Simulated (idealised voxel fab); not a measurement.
process module | voxel self aligned vias
cross-section cut | 165 nm wide | cells 5 nm
A cross-section is a grid of square cells, given in bands from the top down. A band is one or more rows of cells.
Each band's line starts with the height of the band's top and of its bottom, in nm. Then come its materials from left to right, each with its width in nm. One material with "throughout" fills the band from edge to edge. "air" is empty space.
Height 0 is the level under which the wafer as received is all one material. The lowest band goes on downwards, as in "0 down".
A width such as "30 to 40" changes by the same amount from each row of cells to the next, from the band's top row to its bottom row.
"no change" after a step means that no cell of the cross-section changed.
closed voids: empty space of 8 cells or more with no open way to the top, each as width x height at its distance from the left edge, in nm
after a step's settings: what the simulator itself notes on the step
overlay nm, on a step with a mask: how far to the right of its planned place the mask lay; to the left if negative
plan
1 op RECEIVE | material Si
2 op CONFORMAL_DEP | material SiO2 | thk nm 15
3 op CONFORMAL_DEP | material SiCN | thk nm 5
4 op DIRECTIONAL_DEP | material SiO2 | thk nm 30
5 op PATTERN | tone open | mask id LINES | material resist | width nm 25 | pitch nm 75 | thk nm 20 | overlay nm 0
6 op DIRECTIONAL_ETCH | etch materials SiO2 | depth nm 30
7 op STRIP | etch materials resist
8 op CONFORMAL_DEP | material TiN | thk nm 5
9 op FILL_DEP | material Ru | thk nm 5
10 op CMP | height nm 50
11 op SELECTIVE_ETCH | etch materials W Ru TiN | depth nm 5
12 op FILL_DEP | material SiN | thk nm 5
13 op CMP | height nm 50
14 op DIRECTIONAL_DEP | material SiO2 | thk nm 20
15 op PATTERN | tone open | mask id VIAS | material resist | width nm 45 | pitch nm 75 | thk nm 20 | overlay nm 0
16 op DIRECTIONAL_ETCH | etch materials SiO2 | depth nm 20
17 op DIRECTIONAL_ETCH | etch materials SiN | depth nm 5
18 op STRIP | etch materials resist
19 op CONFORMAL_DEP | material TiN | thk nm 5
20 op FILL_DEP | material Cu | thk nm 10
21 op CMP | height nm 70
22 op CONFORMAL_DEP | material SiN | thk nm 5
as received, after step 1
  0 down: Si throughout
  closed voids: none
first wafer at the end, as planned
  75 to 70: SiN throughout
  70 to 55: SiO2 20 | TiN 5 | Cu 35 | TiN 5 | SiO2 30 | TiN 5 | Cu 35 | TiN 5 | SiO2 25
  55 to 50: SiO2 20 | TiN 15 | Cu 15 | TiN 15 | SiO2 30 | TiN 15 | Cu 15 | TiN 15 | SiO2 25
  50 to 45: SiO2 30 | TiN 25 | SiO2 50 | TiN 25 | SiO2 35
  45 to 25: SiO2 30 | TiN 5 | Ru 15 | TiN 5 | SiO2 50 | TiN 5 | Ru 15 | TiN 5 | SiO2 35
  25 to 20: SiO2 30 | TiN 25 | SiO2 50 | TiN 25 | SiO2 35
  20 to 15: SiCN throughout
  15 to 0: SiO2 throughout
  0 down: Si throughout
  closed voids: none
second wafer at the end: like start, like plan, one mistake
  75 to 70: SiN throughout
  70 to 55: SiO2 20 | TiN 5 | Cu 35 | TiN 5 | SiO2 30 | TiN 5 | Cu 35 | TiN 5 | SiO2 25
  55 to 50: SiO2 20 | TiN 15 | Cu 15 | TiN 15 | SiO2 30 | TiN 15 | Cu 15 | TiN 15 | SiO2 25
  50 to 45: SiO2 30 | TiN 25 | SiO2 50 | TiN 25 | SiO2 35
  45 to 40: SiO2 30 | TiN 5 | Ru 15 | TiN 5 | SiO2 50 | TiN 5 | Ru 15 | TiN 5 | SiO2 35
  40 to 35: SiO2 30 | TiN 25 | SiO2 50 | TiN 25 | SiO2 35
  35 to 30: SiCN throughout
  30 to 0: SiO2 throughout
  0 down: Si throughout
  closed voids: none
what went wrong: step 2 was run twice
at the end the second wafer has, in cells: 18 fewer of Ru | 30 more of SiO2 | 12 fewer of TiN
